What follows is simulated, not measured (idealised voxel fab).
process module | voxel self aligned vias
This is section cut - it's 245 nm across, gridded in 5 nm square cells.
Cross-section, as written here: a square-cell grid given band by band from the top down, where a band holds one or more rows of cells.
Heads up on the band format: heights come first, top then bottom, in nm. After that it's the materials left to right, each with its width in nm. A single material flagged "everywhere" fills the whole band edge to edge, and "empty" means there's empty space there.
Below 0: as-received wafer, all one material; heights counted from there. Lowest band: no bottom, goes on down, written "0 nm and below".
Width spec "30..40" -> top row of cells at first value, bottom row at second value, equal per-row change in between.
Given "identical to before" for a step, no cell of the cross-section differs between before and after that step.
"closed voids": sealed empty spaces, 8 cells or more, no open way to top, listed width x height at distance, with distance from the left edge and width, height and distance in nm.
The remark found on a step's line after its settings is issued by the simulator itself and pertains to that step.
overlay nm: step with mask; distance mask lay right of planned place; negative value = left of planned place.

Below is the list of planned process steps
- 1: RECEIVE: material Si
- 2: CONFORMAL_DEP: material SiO2, thk nm 15
- 3: CONFORMAL_DEP: material SiCN, thk nm 5
- 4: DIRECTIONAL_DEP: material lowk, thk nm 25
- 5: DIRECTIONAL_DEP: material aC, thk nm 15
- 6: PATTERN: tone open, mask id LINES, material resist, width nm 20, pitch nm 70, thk nm 30, overlay nm 0
- 7: DIRECTIONAL_ETCH: etch materials aC, depth nm 15
- 8: STRIP: etch materials resist
- 9: DIRECTIONAL_ETCH: etch materials lowk, depth nm 25
- 10: STRIP: etch materials aC
- 11: CONFORMAL_DEP: material TiN, thk nm 5
- 12: FILL_DEP: material W, thk nm 10
- 13: CMP: height nm 45
- 14: SELECTIVE_ETCH: etch materials W Ru TiN, depth nm 10
- 15: FILL_DEP: material SiN, thk nm 5
- 16: CMP: height nm 45
- 17: DIRECTIONAL_DEP: material lowk, thk nm 20
- 18: DIRECTIONAL_DEP: material aC, thk nm 15
- 19: PATTERN: tone open, mask id VIAS, material resist, width nm 40, pitch nm 70, thk nm 35, overlay nm 0
- 20: DIRECTIONAL_ETCH: etch materials aC, depth nm 15
- 21: STRIP: etch materials resist
- 22: DIRECTIONAL_ETCH: etch materials lowk, depth nm 20
- 23: DIRECTIONAL_ETCH: etch materials SiN, depth nm 10
- 24: STRIP: etch materials aC
- 25: CONFORMAL_DEP: material TiN, thk nm 5
- 26: FILL_DEP: material Cu, thk nm 5
- 27: CMP: height nm 65
- 28: CONFORMAL_DEP: material SiCN, thk nm 5

Step 1 complete: cross-section of the wafer as received
    0 nm and below  Si everywhere
    closed voids: none

End-of-module cross-section. Starting structure and process plan as above; one mistake made in running it
    70 nm to 65 nm  SiCN everywhere
    65 nm to 50 nm  lowk=30; TiN=5; Cu=30; TiN=5; lowk=30; TiN=5; Cu=30; TiN=5; lowk=30; TiN=5; Cu=30; TiN=5; lowk=35
    50 nm to 45 nm  lowk=30; TiN=40; lowk=30; TiN=40; lowk=30; TiN=40; lowk=35
    45 nm to 35 nm  SiN=30; TiN=10; lowk=20; TiN=10; SiN=30; TiN=10; lowk=20; TiN=10; SiN=30; TiN=10; lowk=20; TiN=10; SiN=35
    35 nm to 25 nm  W=35; TiN=5; lowk=20; TiN=5; W=40; TiN=5; lowk=20; TiN=5; W=40; TiN=5; lowk=20; TiN=5; W=40
    25 nm to 20 nm  TiN=40; lowk=20; TiN=50; lowk=20; TiN=50; lowk=20; TiN=45
    20 nm to 15 nm  SiCN everywhere
    15 nm to 0 nm  SiO2 everywhere
    0 nm and below  Si everywhere
    closed voids: none
The plan and the run diverged here: rather than as planned, step 6 actually ran as PATTERN: tone cover, mask id LINES, material resist, width nm 20, pitch nm 70, thk nm 30, overlay nm 0
